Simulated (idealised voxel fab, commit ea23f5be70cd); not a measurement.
This section sets out a process module, namely voxel self aligned contacts.
Section cut is 200 nm wide and gridded with 5 nm square cells.
Bands, listed from the top down, are how a cross-section gets written in this document; the cross-section itself is a grid of square cells, and a band is one or more rows of them.
Heights first: top, then bottom, in nm. Then materials, left to right, each with a width in nm. "all across" on a single material: fills the band edge to edge. "air": empty space.
Heights are measured from 0, the level below which the as-received wafer is all one material; the lowest band has no bottom and continues downward, written as in "0 down".
A width given as "30 to 40" starts at the first number in the band's top row and ends at the second number in its bottom row, shifting by an equal amount at every step from row to row.
The designation "same as before", where it is given for a processing step, indicates that no cell of the cross-section was altered in the course of that step.
Entry "Closed internal voids" = empty spaces >= 8 cells with no open way to the top; each as width x height at distance, distance from left edge, all nm.
Whatever follows a step's settings on its line is a remark the simulator itself makes about that step.
overlay nm: mask offset rightward from planned place, masked step; negative means leftward offset.
The process steps that were planned are listed below:
1. RECEIVE (material Si)
2. OXIDIZE (depth nm 5)
3. DIRECTIONAL_DEP (material polySi; thk nm 20)
4. DIRECTIONAL_DEP (material SiN; thk nm 25)
5. DIRECTIONAL_DEP (material aC; thk nm 10)
6. PATTERN (tone cover; mask id GATE; material resist; width nm 30; pitch nm 65; thk nm 30; overlay nm 0)
7. DIRECTIONAL_ETCH (etch materials aC; depth nm 10)
8. STRIP (etch materials resist)
9. DIRECTIONAL_ETCH (etch materials SiN; depth nm 25)
10. DIRECTIONAL_ETCH (etch materials polySi; depth nm 20)
11. STRIP (etch materials aC)
12. CONFORMAL_DEP (material SiN; thk nm 10)
13. DIRECTIONAL_ETCH (etch materials SiN; depth nm 10)
14. FILL_DEP (material SiO2; thk nm 20)
15. CMP (height nm 55)
16. MASKED_ETCH (tone open; mask id CONTACT; width nm 45; pitch nm 65; etch materials SiO2; depth nm 60; overlay nm 0)
17. CONFORMAL_DEP (material TiN; thk nm 5)
18. FILL_DEP (material Ru; thk nm 10)
19. CMP (height nm 55)
20. CONFORMAL_DEP (material SiN; thk nm 5)
This is the cross-section of the wafer as we received it, i.e. after step 1:
  0 down = Si all across
  Closed internal voids: none
Cross-sectional image of the first of two wafers at the end of the module, the run having proceeded as planned:
  60 to 55 = SiN all across
  55 to 45 = SiO2=45 / TiN=5 to 20 / Ru=35 to 5 / TiN=5 to 20 / SiO2=20 / TiN=5 to 20 / Ru=35 to 5 / TiN=5 to 20 / SiO2=45
  45 to 20 = SiO2=10 / SiN=50 / TiN=5 / Ru=5 / TiN=5 / SiN=50 / TiN=5 / Ru=5 / TiN=5 / SiN=50 / SiO2=10
  20 to 0 = SiO2=10 / SiN=10 / polySi=30 / SiN=10 / TiN=5 / Ru=5 / TiN=5 / SiN=10 / polySi=30 / SiN=10 / TiN=5 / Ru=5 / TiN=5 / SiN=10 / polySi=30 / SiN=10 / SiO2=10
  0 to -5 = SiO2=60 / TiN=15 / SiO2=50 / TiN=15 / SiO2=60
  -5 down = Si all across
  Closed internal voids: none
This cross-section belongs to the second wafer of two at the end of the module; the start and the plan were shared with the first, and the run included one mistake:
  60 to 55 = SiN all across
  55 to 45 = SiO2=45 / TiN=5 to 20 / Ru=35 to 5 / TiN=5 to 20 / SiO2=20 / TiN=5 to 20 / Ru=35 to 5 / TiN=5 to 20 / SiO2=45
  45 to 30 = SiO2=10 / SiN=10 / polySi=30 / SiN=10 / TiN=5 / Ru=5 / TiN=5 / SiN=10 / polySi=30 / SiN=10 / TiN=5 / Ru=5 / TiN=5 / SiN=10 / polySi=30 / SiN=10 / SiO2=10
  30 to 25 = SiO2=10 / SiN=10 / polySi=30 / SiN=10 / TiN=15 / SiN=10 / polySi=30 / SiN=10 / TiN=15 / SiN=10 / polySi=30 / SiN=10 / SiO2=10
  25 to 0 = SiN all across
  0 to -5 = SiO2 all across
  -5 down = Si all across
  Closed internal voids: none
The mistake made against the process plan was this: contrary to the plan, steps 3 and 4 were processed in exchanged order
Per the end-of-run cell counts, the second wafer holds more or fewer of some materials than the first: 12 fewer of Ru | 50 more of SiN | 14 fewer of SiO2 | 24 fewer of TiN
